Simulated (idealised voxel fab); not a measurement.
process module | voxel capacitor over wiring
cross-section cut | 225 nm wide | cells 5 nm
A cross-section is a grid of square cells, given in bands from the top down. A band is one or more rows of cells.
Each band's line starts with the height of the band's top and of its bottom, in nm. Then come its materials from left to right, each with its width in nm. One material with "throughout" fills the band from edge to edge. "air" is empty space.
Height 0 is the level under which the wafer as received is all one material. The lowest band goes on downwards, as in "0 down".
A width such as "30 to 40" changes by the same amount from each row of cells to the next, from the band's top row to its bottom row.
"no change" after a step means that no cell of the cross-section changed.
closed voids: empty space of 8 cells or more with no open way to the top, each as width x height at its distance from the left edge, in nm
after a step's settings: what the simulator itself notes on the step
overlay nm, on a step with a mask: how far to the right of its planned place the mask lay; to the left if negative
plan
1 op RECEIVE | material Si
2 op CONFORMAL_DEP | material SiO2 | thk nm 10
3 op DIRECTIONAL_DEP | material TiN | thk nm 5
4 op DIRECTIONAL_DEP | material Ru | thk nm 15
5 op DIRECTIONAL_DEP | material aC | thk nm 10
6 op PATTERN | tone cover | mask id METAL_1 | material resist | width nm 30 | pitch nm 80 | thk nm 25 | overlay nm 0
7 op DIRECTIONAL_ETCH | etch materials aC | depth nm 10
8 op STRIP | etch materials resist
9 op DIRECTIONAL_ETCH | etch materials Ru | depth nm 15
10 op DIRECTIONAL_ETCH | etch materials TiN | depth nm 5
11 op STRIP | etch materials aC
12 op CONFORMAL_DEP | material SiCN | thk nm 5
13 op FILL_DEP | material lowk | thk nm 10
14 op CMP | height nm 30
15 op CONFORMAL_DEP | material SiCN | thk nm 5
16 op DIRECTIONAL_DEP | material SiO2 | thk nm 20
17 op MASKED_ETCH | tone open | mask id PLUG_1 | width nm 15 | etch materials SiO2 | depth nm 20 | overlay nm 0
18 op MASKED_ETCH | tone open | mask id PLUG_1 | width nm 15 | etch materials SiCN | depth nm 5 | overlay nm 0
19 op EPI | material Ru | thk nm 10
20 op EPI | material Ru | thk nm 10
21 op EPI | material Ru | thk nm 5
22 op DIRECTIONAL_DEP | material TiN | thk nm 10
23 op DIRECTIONAL_DEP | material Al2O3 | thk nm 5
24 op DIRECTIONAL_DEP | material TiN | thk nm 5
25 op DIRECTIONAL_DEP | material aC | thk nm 10
26 op PATTERN | tone cover | mask id UPPER_PLATE | material resist | width nm 55 | thk nm 30 | overlay nm 0
27 op DIRECTIONAL_ETCH | etch materials aC | depth nm 10
28 op STRIP | etch materials resist
29 op DIRECTIONAL_ETCH | etch materials TiN | depth nm 5
30 op DIRECTIONAL_ETCH | etch materials Al2O3 | depth nm 5
31 op STRIP | etch materials aC
32 op PATTERN | tone cover | mask id LOWER_PLATE | material resist | width nm 65 | thk nm 15 | overlay nm 0
33 op DIRECTIONAL_ETCH | etch materials TiN | depth nm 10
34 op STRIP | etch materials resist
35 op FILL_DEP | material SiO2 | thk nm 20
36 op CMP | height nm 90
37 op PATTERN | tone open | mask id PLUG_2 | material resist | width nm 15 | thk nm 20 | overlay nm 0
38 op DIRECTIONAL_ETCH | etch materials SiO2 | depth nm 15
39 op STRIP | etch materials resist
40 op CONFORMAL_DEP | material TiN | thk nm 5
41 op FILL_DEP | material Cu | thk nm 10
42 op CMP | height nm 90
43 op CONFORMAL_DEP | material SiCN | thk nm 5
as received, after step 1
  0 down: Si throughout
  closed voids: none
first wafer at the end, as planned
  95 to 90: SiCN throughout
  90 to 80: SiO2 80 | TiN 5 | Cu 5 | TiN 5 | SiO2 130
  80 to 70: SiO2 80 to 70 | TiN 15 to 55 | SiO2 130 to 100
  70 to 65: SiO2 70 | Al2O3 55 | SiO2 100
  65 to 55: SiO2 65 | TiN 65 | SiO2 95
  55 to 35: SiO2 70 | Ru 15 | SiO2 140
  35 to 30: SiCN 70 | Ru 15 | SiCN 140
  30 to 15: lowk 50 | SiCN 5 | Ru 30 | SiCN 5 | lowk 40 | SiCN 5 | Ru 30 | SiCN 5 | lowk 55
  15 to 10: SiCN 55 | TiN 30 | SiCN 50 | TiN 30 | SiCN 60
  10 to 0: SiO2 throughout
  0 down: Si throughout
  closed voids: none
second wafer at the end: like start, like plan, one mistake
  105 to 100: SiCN throughout
  100 to 95: Cu throughout
  95 to 90: TiN 85 | Cu 5 | TiN 135
  90 to 80: SiO2 80 | TiN 5 | Cu 5 | TiN 5 | SiO2 130
  80 to 70: SiO2 80 to 70 | TiN 15 to 55 | SiO2 130 to 100
  70 to 65: SiO2 70 | Al2O3 55 | SiO2 100
  65 to 55: SiO2 65 | TiN 65 | SiO2 95
  55 to 35: SiO2 70 | Ru 15 | SiO2 140
  35 to 30: SiCN 70 | Ru 15 | SiCN 140
  30 to 15: lowk 50 | SiCN 5 | Ru 30 | SiCN 5 | lowk 40 | SiCN 5 | Ru 30 | SiCN 5 | lowk 55
  15 to 10: SiCN 55 | TiN 30 | SiCN 50 | TiN 30 | SiCN 60
  10 to 0: SiO2 throughout
  0 down: Si throughout
  closed voids: none
what went wrong: step 42 ran as: op CMP | height nm 100
at the end the second wafer has, in cells: 46 more of Cu | 44 more of TiN
